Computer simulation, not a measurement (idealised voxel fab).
Process module heading - voxel released beams
This is section cut - it's 250 nm across, gridded in 5 nm square cells.
In what follows, cross-sections appear as grids of square cells, described through bands that run from the top down, where every band is one or more rows of cells.
This entry defines a band. It first specifies the height of the band's top and the height of its bottom in nm, and then specifies the band's materials from left to right, stating each material with its width in nm. The word "full width" identifies a single material that fills the band from edge to edge, while the word "air" identifies empty space.
Ref level 0: as-received wafer is one material below here. Bottom band extends down with no lower bound ("z 0 and below").
The width entry "30..40" should be interpreted row by row: the top row of cells in the band takes the first number, the bottom row takes the second number, and the change between adjacent rows is uniform throughout.
Step marked "identical to before"? Then no cell in the cross-section changed in it.
Sealed internal voids: empty space of 8 cells or more with no open way to the top, each as width x height at its distance from the left edge, in nm
Anything after a step's settings on that line? It's the simulator's own note about the step.
overlay nm: for a step with a mask, the amount by which the mask lay right of where it was planned; a negative amount means left of it.
**The steps planned for the process are as follows**
- 1: RECEIVE [material Si]
- 2: CONFORMAL_DEP [material SiN] [thk nm 5]
- 3: DIRECTIONAL_DEP [material SiO2] [thk nm 10]
- 4: MASKED_ETCH [tone open] [mask id ANCHOR] [width nm 40] [etch materials SiO2] [depth nm 10] [overlay nm 0]
- 5: CONFORMAL_DEP [material polySi] [thk nm 15]
- 6: DIRECTIONAL_DEP [material aC] [thk nm 10]
- 7: PATTERN [tone cover] [mask id BEAM] [material resist] [width nm 115] [thk nm 25] [overlay nm 0]
- 8: DIRECTIONAL_ETCH [etch materials aC] [depth nm 10]
- 9: STRIP [etch materials resist]
- 10: DIRECTIONAL_ETCH [etch materials polySi] [depth nm 15]
- 11: STRIP [etch materials aC]
- 12: STRIP [etch materials SiO2]
**First of two wafers - as planned**
**Wafer cross-section on receipt, i.e. after step 1**
  z 0 and below: Si full width
  Sealed internal voids: none
**The wafer in cross-section once step 2 is complete**
  z 5 to 0: SiN full width
  At heights below 0, the structure remains unaltered.
**The wafer in cross-section once step 3 is complete**
  z 15 to 5: SiO2 full width
  At heights below 5, the structure remains unaltered.
**The wafer in cross-section once step 4 is complete**
  z 15 to 5: 70 of SiO2; 40 of air; 140 of SiO2
  At heights below 5, the structure remains unaltered.
**The wafer in cross-section once step 5 is complete**
  z 30 to 20: 85 of polySi; 10 of air; 155 of polySi
  z 20 to 15: polySi full width
  z 15 to 5: 70 of SiO2; 40 of polySi; 140 of SiO2
  At heights below 5, the structure remains unaltered.
**The wafer in cross-section once step 6 is complete**
  z 40 to 30: 85 of aC; 10 of air; 155 of aC
  z 30 to 20: 85 of polySi; 10 of aC; 155 of polySi
  At heights below 20, the structure remains unaltered.
**The wafer in cross-section once step 7 is complete**
  z 65 to 40: 65 of air; 115 of resist; 70 of air
  z 40 to 30: 85 of aC; 10 of resist; 155 of aC
  At heights below 30, the structure remains unaltered.
**The wafer in cross-section once step 8 is complete**
  z 55 to 40: 65 of air; 115 of resist; 70 of air
  z 40 to 30: 65 of air; 20 of aC; 10 of resist; 85 of aC; 70 of air
  At heights below 30, the structure remains unaltered.
**The wafer in cross-section once step 9 is complete**
  z 40 to 30: 65 of air; 20 of aC; 10 of air; 85 of aC; 70 of air
  At heights below 30, the structure remains unaltered.
**The wafer in cross-section once step 10 is complete**
  z 40 to 30: 65 of air; 20 of aC; 10 of air; 85 of aC; 70 of air
  z 30 to 20: 65 of air; 20 of polySi; 10 of aC; 85 of polySi; 70 of air
  z 20 to 15: 65 of air; 115 of polySi; 70 of air
  At heights below 15, the structure remains unaltered.
**The wafer in cross-section once step 11 is complete**
  z 30 to 20: 65 of air; 20 of polySi; 10 of air; 85 of polySi; 70 of air
  At heights below 20, the structure remains unaltered.
**The wafer in cross-section once step 12 is complete**
  z 30 to 20: 65 of air; 20 of polySi; 10 of air; 85 of polySi; 70 of air
  z 20 to 15: 65 of air; 115 of polySi; 70 of air
  z 15 to 5: 70 of air; 40 of polySi; 140 of air
  At heights below 5, the structure remains unaltered.
**Okay, second wafer. Nothing different at the start, nothing different in the plan, just one mistake somewhere in the running. As far as step 1, counting that step, it's the first wafer all over again**
Second wafer shown in cross-section at the time step 2 was slated to end: identical to before
**Second wafer shown in cross-section at the time step 3 was slated to end**
  z 10 to 0: SiO2 full width
  At heights below 0, the structure remains unaltered.
**Second wafer shown in cross-section at the time step 4 was slated to end**
  z 10 to 0: 70 of SiO2; 40 of air; 140 of SiO2
  At heights below 0, the structure remains unaltered.
**Second wafer shown in cross-section at the time step 5 was slated to end**
  z 25 to 15: 85 of polySi; 10 of air; 155 of polySi
  z 15 to 10: polySi full width
  z 10 to 0: 70 of SiO2; 40 of polySi; 140 of SiO2
  At heights below 0, the structure remains unaltered.
**Second wafer shown in cross-section at the time step 6 was slated to end**
  z 35 to 25: 85 of aC; 10 of air; 155 of aC
  z 25 to 15: 85 of polySi; 10 of aC; 155 of polySi
  At heights below 15, the structure remains unaltered.
**Second wafer shown in cross-section at the time step 7 was slated to end**
  z 60 to 35: 65 of air; 115 of resist; 70 of air
  z 35 to 25: 85 of aC; 10 of resist; 155 of aC
  At heights below 25, the structure remains unaltered.
**Second wafer shown in cross-section at the time step 8 was slated to end**
  z 50 to 35: 65 of air; 115 of resist; 70 of air
  z 35 to 25: 65 of air; 20 of aC; 10 of resist; 85 of aC; 70 of air
  At heights below 25, the structure remains unaltered.
**Second wafer shown in cross-section at the time step 9 was slated to end**
  z 35 to 25: 65 of air; 20 of aC; 10 of air; 85 of aC; 70 of air
  At heights below 25, the structure remains unaltered.
**Second wafer shown in cross-section at the time step 10 was slated to end**
  z 35 to 25: 65 of air; 20 of aC; 10 of air; 85 of aC; 70 of air
  z 25 to 15: 65 of air; 20 of polySi; 10 of aC; 85 of polySi; 70 of air
  z 15 to 10: 65 of air; 115 of polySi; 70 of air
  At heights below 10, the structure remains unaltered.
**Second wafer shown in cross-section at the time step 11 was slated to end**
  z 25 to 15: 65 of air; 20 of polySi; 10 of air; 85 of polySi; 70 of air
  At heights below 15, the structure remains unaltered.
**Second wafer shown in cross-section at the time step 12 was slated to end**
  z 25 to 15: 65 of air; 20 of polySi; 10 of air; 85 of polySi; 70 of air
  z 15 to 10: 65 of air; 115 of polySi; 70 of air
  z 10 to 0: 70 of air; 40 of polySi; 140 of air
  At heights below 0, the structure remains unaltered.
Processing error: plan step 2 skipped
Once processing is complete, comparing cell counts shows that the second wafer has more or fewer of certain materials than the first: SiN: 50 fewer
